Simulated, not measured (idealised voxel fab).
process module | voxel transistor to metal
cross-section cut | 235 nm wide | cells 5 nm
A cross-section is a grid of square cells, given in bands from the top down. A band is one or more rows of cells.
Each band's line starts with the height of the band's top and of its bottom, in nm. Then come its materials from left to right, each with its width in nm. One material with "throughout" fills the band from edge to edge. "air" is empty space.
Height 0 is the level under which the wafer as received is all one material. The lowest band goes on downwards, as in "0 down".
A width such as "30 to 40" changes by the same amount from each row of cells to the next, from the band's top row to its bottom row.
"no change" after a step means that no cell of the cross-section changed.
closed voids: empty space of 8 cells or more with no open way to the top, each as width x height at its distance from the left edge, in nm
after a step's settings: what the simulator itself notes on the step
overlay nm, on a step with a mask: how far to the right of its planned place the mask lay; to the left if negative
plan
1 op RECEIVE | material Si
2 op OXIDIZE | depth nm 5
3 op CONFORMAL_DEP | material SiN | thk nm 15
4 op DIRECTIONAL_DEP | material aC | thk nm 15
5 op PATTERN | tone cover | mask id ACTIVE | material resist | width nm 85 | pitch nm 105 | thk nm 35 | overlay nm 0
6 op DIRECTIONAL_ETCH | etch materials aC | depth nm 15
7 op STRIP | etch materials resist
8 op DIRECTIONAL_ETCH | etch materials SiN | depth nm 15
9 op DIRECTIONAL_ETCH | etch materials SiO2 | depth nm 5
10 op DIRECTIONAL_ETCH | etch materials Si | depth nm 30
11 op STRIP | etch materials aC
12 op OXIDIZE | depth nm 5
13 op FILL_DEP | material SiO2 | thk nm 15
14 op CMP | height nm 15
15 op SELECTIVE_ETCH | etch materials SiO2 | depth nm 10
16 op STRIP | etch materials SiN
17 op SELECTIVE_ETCH | etch materials SiO2 | depth nm 5
18 op OXIDIZE | depth nm 5
19 op DIRECTIONAL_DEP | material polySi | thk nm 20
20 op DIRECTIONAL_DEP | material SiCN | thk nm 15
21 op DIRECTIONAL_DEP | material aC | thk nm 10
22 op PATTERN | tone cover | mask id GATE | material resist | width nm 15 | pitch nm 105 | thk nm 30 | overlay nm 0
23 op DIRECTIONAL_ETCH | etch materials aC | depth nm 10
24 op STRIP | etch materials resist
25 op DIRECTIONAL_ETCH | etch materials SiCN | depth nm 25
26 op DIRECTIONAL_ETCH | etch materials polySi | depth nm 30
27 op STRIP | etch materials aC
28 op CONFORMAL_DEP | material SiO2 | thk nm 5
29 op DIRECTIONAL_ETCH | etch materials SiO2 | depth nm 5
30 op CONFORMAL_DEP | material SiN | thk nm 5
31 op DIRECTIONAL_ETCH | etch materials SiN | depth nm 5
32 op DIRECTIONAL_ETCH | etch materials SiO2 | depth nm 5
33 op DIRECTIONAL_ETCH | etch materials Si | depth nm 5
34 op EPI | material SiGe | thk nm 5
35 op FILL_DEP | material SiO2 | thk nm 5
36 op CMP | height nm 30
37 op DIRECTIONAL_DEP | material SiO2 | thk nm 10
38 op PATTERN | tone open | mask id CONTACT | material resist | width nm 15 | thk nm 15 | overlay nm 0
39 op DIRECTIONAL_ETCH | etch materials SiO2 | depth nm 50
40 op STRIP | etch materials resist
41 op CONFORMAL_DEP | material TiN | thk nm 5
42 op FILL_DEP | material W | thk nm 10
43 op CMP | height nm 40
44 op DIRECTIONAL_DEP | material TiN | thk nm 5
45 op DIRECTIONAL_DEP | material W | thk nm 25
46 op MASKED_ETCH | tone cover | mask id METAL_1 | width nm 15 | etch materials W | depth nm 25 | overlay nm 0
47 op MASKED_ETCH | tone cover | mask id METAL_1 | width nm 15 | etch materials TiN | depth nm 5 | overlay nm 0
48 op FILL_DEP | material SiO2 | thk nm 10
49 op CMP | height nm 70
50 op CONFORMAL_DEP | material SiCN | thk nm 5
51 op DIRECTIONAL_DEP | material SiO2 | thk nm 30
52 op PATTERN | tone open | mask id METAL_2 | material resist | width nm 15 | pitch nm 105 | thk nm 15 | overlay nm 0
53 op DIRECTIONAL_ETCH | etch materials SiO2 | depth nm 15
54 op STRIP | etch materials resist
55 op PATTERN | tone open | mask id METAL_2_HOLES | material resist | width nm 15 | pitch nm 105 | thk nm 20 | overlay nm 0
56 op DIRECTIONAL_ETCH | etch materials SiO2 | depth nm 15
57 op DIRECTIONAL_ETCH | etch materials SiCN | depth nm 5
58 op STRIP | etch materials resist
59 op CONFORMAL_DEP | material TiN | thk nm 5
60 op FILL_DEP | material Ru | thk nm 5
61 op CMP | height nm 105
62 op CONFORMAL_DEP | material SiCN | thk nm 5
first wafer, as planned
as received, after step 1
  0 down: Si throughout
  closed voids: none
after step 2
  0 to -5: SiO2 throughout
  below -5: unchanged
after step 3
  15 to 0: SiN throughout
  below 0: unchanged
after step 4
  30 to 15: aC throughout
  below 15: unchanged
after step 5
  65 to 30: air 20 | resist 85 | air 20 | resist 85 | air 25
  below 30: unchanged
after step 6
  50 to 30: air 20 | resist 85 | air 20 | resist 85 | air 25
  30 to 15: air 20 | aC 85 | air 20 | aC 85 | air 25
  below 15: unchanged
after step 7
  30 to 15: air 20 | aC 85 | air 20 | aC 85 | air 25
  below 15: unchanged
after step 8
  30 to 15: air 20 | aC 85 | air 20 | aC 85 | air 25
  15 to 0: air 20 | SiN 85 | air 20 | SiN 85 | air 25
  below 0: unchanged
after step 9
  30 to 15: air 20 | aC 85 | air 20 | aC 85 | air 25
  15 to 0: air 20 | SiN 85 | air 20 | SiN 85 | air 25
  0 to -5: air 20 | SiO2 85 | air 20 | SiO2 85 | air 25
  below -5: unchanged
after step 10
  30 to 15: air 20 | aC 85 | air 20 | aC 85 | air 25
  15 to 0: air 20 | SiN 85 | air 20 | SiN 85 | air 25
  0 to -5: air 20 | SiO2 85 | air 20 | SiO2 85 | air 25
  -5 to -35: air 20 | Si 85 | air 20 | Si 85 | air 25
  below -35: unchanged
after step 11
  15 to 0: air 20 | SiN 85 | air 20 | SiN 85 | air 25
  below 0: unchanged
after step 12
  15 to 0: air 20 | SiN 85 | air 20 | SiN 85 | air 25
  0 to -5: air 20 | SiO2 85 | air 20 | SiO2 85 | air 25
  -5 to -35: air 20 | SiO2 5 | Si 75 | SiO2 5 | air 20 | SiO2 5 | Si 75 | SiO2 5 | air 25
  -35 to -40: SiO2 25 | Si 75 | SiO2 30 | Si 75 | SiO2 30
  below -40: unchanged
after step 13
  30 to 15: SiO2 throughout
  15 to 0: SiO2 20 | SiN 85 | SiO2 20 | SiN 85 | SiO2 25
  0 to -5: SiO2 throughout
  -5 to -40: SiO2 25 | Si 75 | SiO2 30 | Si 75 | SiO2 30
  below -40: unchanged
after step 14
  15 to 0: SiO2 20 | SiN 85 | SiO2 20 | SiN 85 | SiO2 25
  below 0: unchanged
after step 15
  15 to 5: air 20 | SiN 85 | air 20 | SiN 85 | air 25
  below 5: unchanged
after step 16
  5 to 0: SiO2 20 | air 85 | SiO2 20 | air 85 | SiO2 25
  below 0: unchanged
after step 17
  0 to -5: SiO2 15 | air 95 | SiO2 10 | air 95 | SiO2 20
  below -5: unchanged
after step 18
  0 to -5: SiO2 15 | air 95 | SiO2 10 | air 95 | SiO2 20
  -5 to -10: SiO2 throughout
  below -10: unchanged
after step 19
  20 to 15: polySi 15 | air 95 | polySi 10 | air 95 | polySi 20
  15 to 0: polySi throughout
  0 to -5: SiO2 15 | polySi 95 | SiO2 10 | polySi 95 | SiO2 20
  below -5: unchanged
after step 20
  35 to 30: SiCN 15 | air 95 | SiCN 10 | air 95 | SiCN 20
  30 to 20: SiCN throughout
  20 to 15: polySi 15 | SiCN 95 | polySi 10 | SiCN 95 | polySi 20
  below 15: unchanged
after step 21
  45 to 40: aC 15 | air 95 | aC 10 | air 95 | aC 20
  40 to 35: aC throughout
  35 to 30: SiCN 15 | aC 95 | SiCN 10 | aC 95 | SiCN 20
  below 30: unchanged
after step 22
  75 to 45: air 55 | resist 15 | air 90 | resist 15 | air 60
  45 to 40: aC 15 | air 40 | resist 15 | air 40 | aC 10 | air 40 | resist 15 | air 40 | aC 20
  below 40: unchanged
after step 23
  65 to 40: air 55 | resist 15 | air 90 | resist 15 | air 60
  40 to 35: air 55 | aC 15 | air 90 | aC 15 | air 60
  35 to 30: SiCN 15 | air 40 | aC 15 | air 40 | SiCN 10 | air 40 | aC 15 | air 40 | SiCN 20
  below 30: unchanged
after step 24
  40 to 35: air 55 | aC 15 | air 90 | aC 15 | air 60
  below 35: unchanged
after step 25
  40 to 30: air 55 | aC 15 | air 90 | aC 15 | air 60
  30 to 20: air 55 | SiCN 15 | air 90 | SiCN 15 | air 60
  20 to 15: polySi 15 | air 40 | SiCN 15 | air 40 | polySi 10 | air 40 | SiCN 15 | air 40 | polySi 20
  below 15: unchanged
after step 26
  40 to 30: air 55 | aC 15 | air 90 | aC 15 | air 60
  30 to 15: air 55 | SiCN 15 | air 90 | SiCN 15 | air 60
  15 to 0: air 55 | polySi 15 | air 90 | polySi 15 | air 60
  0 to -5: SiO2 15 | air 40 | polySi 15 | air 40 | SiO2 10 | air 40 | polySi 15 | air 40 | SiO2 20
  below -5: unchanged
after step 27
  30 to 15: air 55 | SiCN 15 | air 90 | SiCN 15 | air 60
  below 15: unchanged
after step 28
  35 to 30: air 50 | SiO2 25 | air 80 | SiO2 25 | air 55
  30 to 15: air 50 | SiO2 5 | SiCN 15 | SiO2 5 | air 80 | SiO2 5 | SiCN 15 | SiO2 5 | air 55
  15 to 5: air 50 | SiO2 5 | polySi 15 | SiO2 5 | air 80 | SiO2 5 | polySi 15 | SiO2 5 | air 55
  5 to 0: SiO2 20 | air 30 | SiO2 5 | polySi 15 | SiO2 5 | air 30 | SiO2 20 | air 30 | SiO2 5 | polySi 15 | SiO2 5 | air 30 | SiO2 25
  0 to -5: SiO2 55 | polySi 15 | SiO2 90 | polySi 15 | SiO2 60
  below -5: unchanged
after step 29
  30 to 15: air 50 | SiO2 5 | SiCN 15 | SiO2 5 | air 80 | SiO2 5 | SiCN 15 | SiO2 5 | air 55
  15 to 0: air 50 | SiO2 5 | polySi 15 | SiO2 5 | air 80 | SiO2 5 | polySi 15 | SiO2 5 | air 55
  0 to -5: SiO2 20 | air 30 | SiO2 5 | polySi 15 | SiO2 5 | air 30 | SiO2 20 | air 30 | SiO2 5 | polySi 15 | SiO2 5 | air 30 | SiO2 25
  below -5: unchanged
after step 30
  35 to 30: air 45 | SiN 35 | air 70 | SiN 35 | air 50
  30 to 15: air 45 | SiN 5 | SiO2 5 | SiCN 15 | SiO2 5 | SiN 5 | air 70 | SiN 5 | SiO2 5 | SiCN 15 | SiO2 5 | SiN 5 | air 50
  15 to 5: air 45 | SiN 5 | SiO2 5 | polySi 15 | SiO2 5 | SiN 5 | air 70 | SiN 5 | SiO2 5 | polySi 15 | SiO2 5 | SiN 5 | air 50
  5 to 0: SiN 25 | air 20 | SiN 5 | SiO2 5 | polySi 15 | SiO2 5 | SiN 5 | air 20 | SiN 30 | air 20 | SiN 5 | SiO2 5 | polySi 15 | SiO2 5 | SiN 5 | air 20 | SiN 30
  0 to -5: SiO2 20 | SiN 30 | SiO2 5 | polySi 15 | SiO2 5 | SiN 30 | SiO2 20 | SiN 30 | SiO2 5 | polySi 15 | SiO2 5 | SiN 30 | SiO2 25
  below -5: unchanged
after step 31
  30 to 15: air 45 | SiN 5 | SiO2 5 | SiCN 15 | SiO2 5 | SiN 5 | air 70 | SiN 5 | SiO2 5 | SiCN 15 | SiO2 5 | SiN 5 | air 50
  15 to 0: air 45 | SiN 5 | SiO2 5 | polySi 15 | SiO2 5 | SiN 5 | air 70 | SiN 5 | SiO2 5 | polySi 15 | SiO2 5 | SiN 5 | air 50
  0 to -5: SiO2 20 | SiN 5 | air 20 | SiN 5 | SiO2 5 | polySi 15 | SiO2 5 | SiN 5 | air 20 | SiN 5 | SiO2 20 | SiN 5 | air 20 | SiN 5 | SiO2 5 | polySi 15 | SiO2 5 | SiN 5 | air 20 | SiN 5 | SiO2 25
  below -5: unchanged
after step 32
  30 to 25: air 45 | SiN 5 | air 5 | SiCN 15 | air 5 | SiN 5 | air 70 | SiN 5 | air 5 | SiCN 15 | air 5 | SiN 5 | air 50
  25 to 15: air 45 | SiN 5 | SiO2 5 | SiCN 15 | SiO2 5 | SiN 5 | air 70 | SiN 5 | SiO2 5 | SiCN 15 | SiO2 5 | SiN 5 | air 50
  15 to 0: air 45 | SiN 5 | SiO2 5 | polySi 15 | SiO2 5 | SiN 5 | air 70 | SiN 5 | SiO2 5 | polySi 15 | SiO2 5 | SiN 5 | air 50
  0 to -5: air 20 | SiN 5 | air 20 | SiN 5 | SiO2 5 | polySi 15 | SiO2 5 | SiN 5 | air 20 | SiN 5 | air 20 | SiN 5 | air 20 | SiN 5 | SiO2 5 | polySi 15 | SiO2 5 | SiN 5 | air 20 | SiN 5 | air 25
  -5 to -10: SiO2 25 | air 20 | SiO2 35 | air 20 | SiO2 30 | air 20 | SiO2 35 | air 20 | SiO2 30
  below -10: unchanged
after step 33
  30 to 25: air 45 | SiN 5 | air 5 | SiCN 15 | air 5 | SiN 5 | air 70 | SiN 5 | air 5 | SiCN 15 | air 5 | SiN 5 | air 50
  25 to 15: air 45 | SiN 5 | SiO2 5 | SiCN 15 | SiO2 5 | SiN 5 | air 70 | SiN 5 | SiO2 5 | SiCN 15 | SiO2 5 | SiN 5 | air 50
  15 to 0: air 45 | SiN 5 | SiO2 5 | polySi 15 | SiO2 5 | SiN 5 | air 70 | SiN 5 | SiO2 5 | polySi 15 | SiO2 5 | SiN 5 | air 50
  0 to -5: air 20 | SiN 5 | air 20 | SiN 5 | SiO2 5 | polySi 15 | SiO2 5 | SiN 5 | air 20 | SiN 5 | air 20 | SiN 5 | air 20 | SiN 5 | SiO2 5 | polySi 15 | SiO2 5 | SiN 5 | air 20 | SiN 5 | air 25
  -5 to -10: SiO2 25 | air 20 | SiO2 35 | air 20 | SiO2 30 | air 20 | SiO2 35 | air 20 | SiO2 30
  -10 to -15: SiO2 25 | air 20 | Si 35 | air 20 | SiO2 30 | air 20 | Si 35 | air 20 | SiO2 30
  below -15: unchanged
after step 34
  30 to 25: air 45 | SiN 5 | air 5 | SiCN 15 | air 5 | SiN 5 | air 70 | SiN 5 | air 5 | SiCN 15 | air 5 | SiN 5 | air 50
  25 to 15: air 45 | SiN 5 | SiO2 5 | SiCN 15 | SiO2 5 | SiN 5 | air 70 | SiN 5 | SiO2 5 | SiCN 15 | SiO2 5 | SiN 5 | air 50
  15 to 0: air 45 | SiN 5 | SiO2 5 | polySi 15 | SiO2 5 | SiN 5 | air 70 | SiN 5 | SiO2 5 | polySi 15 | SiO2 5 | SiN 5 | air 50
  0 to -5: air 20 | SiN 5 | air 20 | SiN 5 | SiO2 5 | polySi 15 | SiO2 5 | SiN 5 | air 20 | SiN 5 | air 20 | SiN 5 | air 20 | SiN 5 | SiO2 5 | polySi 15 | SiO2 5 | SiN 5 | air 20 | SiN 5 | air 25
  -5 to -10: SiO2 25 | air 15 | SiGe 5 | SiO2 35 | SiGe 5 | air 15 | SiO2 30 | air 15 | SiGe 5 | SiO2 35 | SiGe 5 | air 15 | SiO2 30
  -10 to -15: SiO2 25 | SiGe 20 | Si 35 | SiGe 20 | SiO2 30 | SiGe 20 | Si 35 | SiGe 20 | SiO2 30
  below -15: unchanged
after step 35
  35 to 30: SiO2 throughout
  30 to 15: SiO2 45 | SiN 5 | SiO2 5 | SiCN 15 | SiO2 5 | SiN 5 | SiO2 70 | SiN 5 | SiO2 5 | SiCN 15 | SiO2 5 | SiN 5 | SiO2 50
  15 to 0: SiO2 45 | SiN 5 | SiO2 5 | polySi 15 | SiO2 5 | SiN 5 | SiO2 70 | SiN 5 | SiO2 5 | polySi 15 | SiO2 5 | SiN 5 | SiO2 50
  0 to -5: SiO2 20 | SiN 5 | SiO2 20 | SiN 5 | SiO2 5 | polySi 15 | SiO2 5 | SiN 5 | SiO2 20 | SiN 5 | SiO2 20 | SiN 5 | SiO2 20 | SiN 5 | SiO2 5 | polySi 15 | SiO2 5 | SiN 5 | SiO2 20 | SiN 5 | SiO2 25
  -5 to -10: SiO2 40 | SiGe 5 | SiO2 35 | SiGe 5 | SiO2 60 | SiGe 5 | SiO2 35 | SiGe 5 | SiO2 45
  below -10: unchanged
after step 36
  30 to 15: SiO2 45 | SiN 5 | SiO2 5 | SiCN 15 | SiO2 5 | SiN 5 | SiO2 70 | SiN 5 | SiO2 5 | SiCN 15 | SiO2 5 | SiN 5 | SiO2 50
  below 15: unchanged
after step 37
  40 to 30: SiO2 throughout
  below 30: unchanged
after step 38
  55 to 40: resist 25 | air 15 | resist 45 | air 15 | resist 30 | air 15 | resist 45 | air 15 | resist 30
  below 40: unchanged
after step 39
  55 to 40: resist 25 | air 15 | resist 45 | air 15 | resist 30 | air 15 | resist 45 | air 15 | resist 30
  40 to 30: SiO2 25 | air 15 | SiO2 45 | air 15 | SiO2 30 | air 15 | SiO2 45 | air 15 | SiO2 30
  30 to 15: SiO2 25 | air 15 | SiO2 5 | SiN 5 | SiO2 5 | SiCN 15 | SiO2 5 | SiN 5 | SiO2 5 | air 15 | SiO2 30 | air 15 | SiO2 5 | SiN 5 | SiO2 5 | SiCN 15 | SiO2 5 | SiN 5 | SiO2 5 | air 15 | SiO2 30
  15 to 0: SiO2 25 | air 15 | SiO2 5 | SiN 5 | SiO2 5 | polySi 15 | SiO2 5 | SiN 5 | SiO2 5 | air 15 | SiO2 30 | air 15 | SiO2 5 | SiN 5 | SiO2 5 | polySi 15 | SiO2 5 | SiN 5 | SiO2 5 | air 15 | SiO2 30
  0 to -5: SiO2 20 | SiN 5 | air 15 | SiO2 5 | SiN 5 | SiO2 5 | polySi 15 | SiO2 5 | SiN 5 | SiO2 5 | air 15 | SiN 5 | SiO2 20 | SiN 5 | air 15 | SiO2 5 | SiN 5 | SiO2 5 | polySi 15 | SiO2 5 | SiN 5 | SiO2 5 | air 15 | SiN 5 | SiO2 25
  -5 to -10: SiO2 25 | air 15 | SiGe 5 | SiO2 35 | SiGe 5 | air 15 | SiO2 30 | air 15 | SiGe 5 | SiO2 35 | SiGe 5 | air 15 | SiO2 30
  below -10: unchanged
after step 40
  40 to 30: SiO2 25 | air 15 | SiO2 45 | air 15 | SiO2 30 | air 15 | SiO2 45 | air 15 | SiO2 30
  below 30: unchanged
after step 41
  45 to 40: TiN 30 | air 5 | TiN 55 | air 5 | TiN 40 | air 5 | TiN 55 | air 5 | TiN 35
  40 to 30: SiO2 25 | TiN 5 | air 5 | TiN 5 | SiO2 45 | TiN 5 | air 5 | TiN 5 | SiO2 30 | TiN 5 | air 5 | TiN 5 | SiO2 45 | TiN 5 | air 5 | TiN 5 | SiO2 30
  30 to 15: SiO2 25 | TiN 5 | air 5 | TiN 5 | SiO2 5 | SiN 5 | SiO2 5 | SiCN 15 | SiO2 5 | SiN 5 | SiO2 5 | TiN 5 | air 5 | TiN 5 | SiO2 30 | TiN 5 | air 5 | TiN 5 | SiO2 5 | SiN 5 | SiO2 5 | SiCN 15 | SiO2 5 | SiN 5 | SiO2 5 | TiN 5 | air 5 | TiN 5 | SiO2 30
  15 to 0: SiO2 25 | TiN 5 | air 5 | TiN 5 | SiO2 5 | SiN 5 | SiO2 5 | polySi 15 | SiO2 5 | SiN 5 | SiO2 5 | TiN 5 | air 5 | TiN 5 | SiO2 30 | TiN 5 | air 5 | TiN 5 | SiO2 5 | SiN 5 | SiO2 5 | polySi 15 | SiO2 5 | SiN 5 | SiO2 5 | TiN 5 | air 5 | TiN 5 | SiO2 30
  0 to -5: SiO2 20 | SiN 5 | TiN 5 | air 5 | TiN 5 | SiO2 5 | SiN 5 | SiO2 5 | polySi 15 | SiO2 5 | SiN 5 | SiO2 5 | TiN 5 | air 5 | TiN 5 | SiN 5 | SiO2 20 | SiN 5 | TiN 5 | air 5 | TiN 5 | SiO2 5 | SiN 5 | SiO2 5 | polySi 15 | SiO2 5 | SiN 5 | SiO2 5 | TiN 5 | air 5 | TiN 5 | SiN 5 | SiO2 25
  -5 to -10: SiO2 25 | TiN 15 | SiGe 5 | SiO2 35 | SiGe 5 | TiN 15 | SiO2 30 | TiN 15 | SiGe 5 | SiO2 35 | SiGe 5 | TiN 15 | SiO2 30
  below -10: unchanged
after step 42
  55 to 45: W throughout
  45 to 40: TiN 30 | W 5 | TiN 55 | W 5 | TiN 40 | W 5 | TiN 55 | W 5 | TiN 35
  40 to 30: SiO2 25 | TiN 5 | W 5 | TiN 5 | SiO2 45 | TiN 5 | W 5 | TiN 5 | SiO2 30 | TiN 5 | W 5 | TiN 5 | SiO2 45 | TiN 5 | W 5 | TiN 5 | SiO2 30
  30 to 15: SiO2 25 | TiN 5 | W 5 | TiN 5 | SiO2 5 | SiN 5 | SiO2 5 | SiCN 15 | SiO2 5 | SiN 5 | SiO2 5 | TiN 5 | W 5 | TiN 5 | SiO2 30 | TiN 5 | W 5 | TiN 5 | SiO2 5 | SiN 5 | SiO2 5 | SiCN 15 | SiO2 5 | SiN 5 | SiO2 5 | TiN 5 | W 5 | TiN 5 | SiO2 30
  15 to 0: SiO2 25 | TiN 5 | W 5 | TiN 5 | SiO2 5 | SiN 5 | SiO2 5 | polySi 15 | SiO2 5 | SiN 5 | SiO2 5 | TiN 5 | W 5 | TiN 5 | SiO2 30 | TiN 5 | W 5 | TiN 5 | SiO2 5 | SiN 5 | SiO2 5 | polySi 15 | SiO2 5 | SiN 5 | SiO2 5 | TiN 5 | W 5 | TiN 5 | SiO2 30
  0 to -5: SiO2 20 | SiN 5 | TiN 5 | W 5 | TiN 5 | SiO2 5 | SiN 5 | SiO2 5 | polySi 15 | SiO2 5 | SiN 5 | SiO2 5 | TiN 5 | W 5 | TiN 5 | SiN 5 | SiO2 20 | SiN 5 | TiN 5 | W 5 | TiN 5 | SiO2 5 | SiN 5 | SiO2 5 | polySi 15 | SiO2 5 | SiN 5 | SiO2 5 | TiN 5 | W 5 | TiN 5 | SiN 5 | SiO2 25
  below -5: unchanged
after step 43
  40 to 30: SiO2 25 | TiN 5 | W 5 | TiN 5 | SiO2 45 | TiN 5 | W 5 | TiN 5 | SiO2 30 | TiN 5 | W 5 | TiN 5 | SiO2 45 | TiN 5 | W 5 | TiN 5 | SiO2 30
  below 30: unchanged
after step 44
  45 to 40: TiN throughout
  below 40: unchanged
after step 45
  70 to 45: W throughout
  below 45: unchanged
after step 46
  70 to 45: air 25 | W 15 | air 45 | W 15 | air 30 | W 15 | air 45 | W 15 | air 30
  below 45: unchanged
after step 47
  70 to 45: air 25 | W 15 | air 45 | W 15 | air 30 | W 15 | air 45 | W 15 | air 30
  45 to 40: air 25 | TiN 15 | air 45 | TiN 15 | air 30 | TiN 15 | air 45 | TiN 15 | air 30
  below 40: unchanged
after step 48
  80 to 70: SiO2 throughout
  70 to 45: SiO2 25 | W 15 | SiO2 45 | W 15 | SiO2 30 | W 15 | SiO2 45 | W 15 | SiO2 30
  45 to 40: SiO2 25 | TiN 15 | SiO2 45 | TiN 15 | SiO2 30 | TiN 15 | SiO2 45 | TiN 15 | SiO2 30
  below 40: unchanged
after step 49
  70 to 45: SiO2 25 | W 15 | SiO2 45 | W 15 | SiO2 30 | W 15 | SiO2 45 | W 15 | SiO2 30
  below 45: unchanged
after step 50
  75 to 70: SiCN throughout
  below 70: unchanged
after step 51
  105 to 75: SiO2 throughout
  below 75: unchanged
after step 52
  120 to 105: resist 25 | air 15 | resist 90 | air 15 | resist 90
  below 105: unchanged
after step 53
  120 to 105: resist 25 | air 15 | resist 90 | air 15 | resist 90
  105 to 90: SiO2 25 | air 15 | SiO2 90 | air 15 | SiO2 90
  below 90: unchanged
after step 54
  105 to 90: SiO2 25 | air 15 | SiO2 90 | air 15 | SiO2 90
  below 90: unchanged
after step 55
  125 to 105: resist 25 | air 15 | resist 90 | air 15 | resist 90
  below 105: unchanged
after step 56
  125 to 105: resist 25 | air 15 | resist 90 | air 15 | resist 90
  105 to 75: SiO2 25 | air 15 | SiO2 90 | air 15 | SiO2 90
  below 75: unchanged
after step 57
  125 to 105: resist 25 | air 15 | resist 90 | air 15 | resist 90
  105 to 75: SiO2 25 | air 15 | SiO2 90 | air 15 | SiO2 90
  75 to 70: SiCN 25 | air 15 | SiCN 90 | air 15 | SiCN 90
  below 70: unchanged
after step 58
  105 to 75: SiO2 25 | air 15 | SiO2 90 | air 15 | SiO2 90
  below 75: unchanged
after step 59
  110 to 105: TiN 30 | air 5 | TiN 100 | air 5 | TiN 95
  105 to 75: SiO2 25 | TiN 5 | air 5 | TiN 5 | SiO2 90 | TiN 5 | air 5 | TiN 5 | SiO2 90
  75 to 70: SiCN 25 | TiN 15 | SiCN 90 | TiN 15 | SiCN 90
  below 70: unchanged
after step 60
  115 to 110: Ru throughout
  110 to 105: TiN 30 | Ru 5 | TiN 100 | Ru 5 | TiN 95
  105 to 75: SiO2 25 | TiN 5 | Ru 5 | TiN 5 | SiO2 90 | TiN 5 | Ru 5 | TiN 5 | SiO2 90
  below 75: unchanged
after step 61
  105 to 75: SiO2 25 | TiN 5 | Ru 5 | TiN 5 | SiO2 90 | TiN 5 | Ru 5 | TiN 5 | SiO2 90
  below 75: unchanged
after step 62
  110 to 105: SiCN throughout
  below 105: unchanged
second wafer: like start, like plan, one mistake. Through step 45 it matches the first wafer
when step 46 should have ended
  70 to 45: air 20 | W 25 | air 35 | W 25 | air 20 | W 25 | air 35 | W 25 | air 25
  below 45: unchanged
when step 47 should have ended
  70 to 45: air 20 | W 25 | air 35 | W 25 | air 20 | W 25 | air 35 | W 25 | air 25
  45 to 40: air 20 | TiN 25 | air 35 | TiN 25 | air 20 | TiN 25 | air 35 | TiN 25 | air 25
  below 40: unchanged
when step 48 should have ended
  80 to 70: SiO2 throughout
  70 to 45: SiO2 20 | W 25 | SiO2 35 | W 25 | SiO2 20 | W 25 | SiO2 35 | W 25 | SiO2 25
  45 to 40: SiO2 20 | TiN 25 | SiO2 35 | TiN 25 | SiO2 20 | TiN 25 | SiO2 35 | TiN 25 | SiO2 25
  below 40: unchanged
when step 49 should have ended
  70 to 45: SiO2 20 | W 25 | SiO2 35 | W 25 | SiO2 20 | W 25 | SiO2 35 | W 25 | SiO2 25
  below 45: unchanged
when step 50 should have ended
  75 to 70: SiCN throughout
  below 70: unchanged
when step 51 should have ended
  105 to 75: SiO2 throughout
  below 75: unchanged
when step 52 should have ended
  120 to 105: resist 25 | air 15 | resist 90 | air 15 | resist 90
  below 105: unchanged
when step 53 should have ended
  120 to 105: resist 25 | air 15 | resist 90 | air 15 | resist 90
  105 to 90: SiO2 25 | air 15 | SiO2 90 | air 15 | SiO2 90
  below 90: unchanged
when step 54 should have ended
  105 to 90: SiO2 25 | air 15 | SiO2 90 | air 15 | SiO2 90
  below 90: unchanged
when step 55 should have ended
  125 to 105: resist 25 | air 15 | resist 90 | air 15 | resist 90
  below 105: unchanged
when step 56 should have ended
  125 to 105: resist 25 | air 15 | resist 90 | air 15 | resist 90
  105 to 75: SiO2 25 | air 15 | SiO2 90 | air 15 | SiO2 90
  below 75: unchanged
when step 57 should have ended
  125 to 105: resist 25 | air 15 | resist 90 | air 15 | resist 90
  105 to 75: SiO2 25 | air 15 | SiO2 90 | air 15 | SiO2 90
  75 to 70: SiCN 25 | air 15 | SiCN 90 | air 15 | SiCN 90
  below 70: unchanged
when step 58 should have ended
  105 to 75: SiO2 25 | air 15 | SiO2 90 | air 15 | SiO2 90
  below 75: unchanged
when step 59 should have ended
  110 to 105: TiN 30 | air 5 | TiN 100 | air 5 | TiN 95
  105 to 75: SiO2 25 | TiN 5 | air 5 | TiN 5 | SiO2 90 | TiN 5 | air 5 | TiN 5 | SiO2 90
  75 to 70: SiCN 25 | TiN 15 | SiCN 90 | TiN 15 | SiCN 90
  below 70: unchanged
when step 60 should have ended
  115 to 110: Ru throughout
  110 to 105: TiN 30 | Ru 5 | TiN 100 | Ru 5 | TiN 95
  105 to 75: SiO2 25 | TiN 5 | Ru 5 | TiN 5 | SiO2 90 | TiN 5 | Ru 5 | TiN 5 | SiO2 90
  below 75: unchanged
when step 61 should have ended
  105 to 75: SiO2 25 | TiN 5 | Ru 5 | TiN 5 | SiO2 90 | TiN 5 | Ru 5 | TiN 5 | SiO2 90
  below 75: unchanged
when step 62 should have ended
  110 to 105: SiCN throughout
  below 105: unchanged
what went wrong: step 46 ran as: op MASKED_ETCH | tone cover | mask id METAL_1 | width nm 25 | etch materials W | depth nm 25 | overlay nm 0
at the end the second wafer has, in cells: 48 fewer of SiO2 | 8 more of TiN | 40 more of W
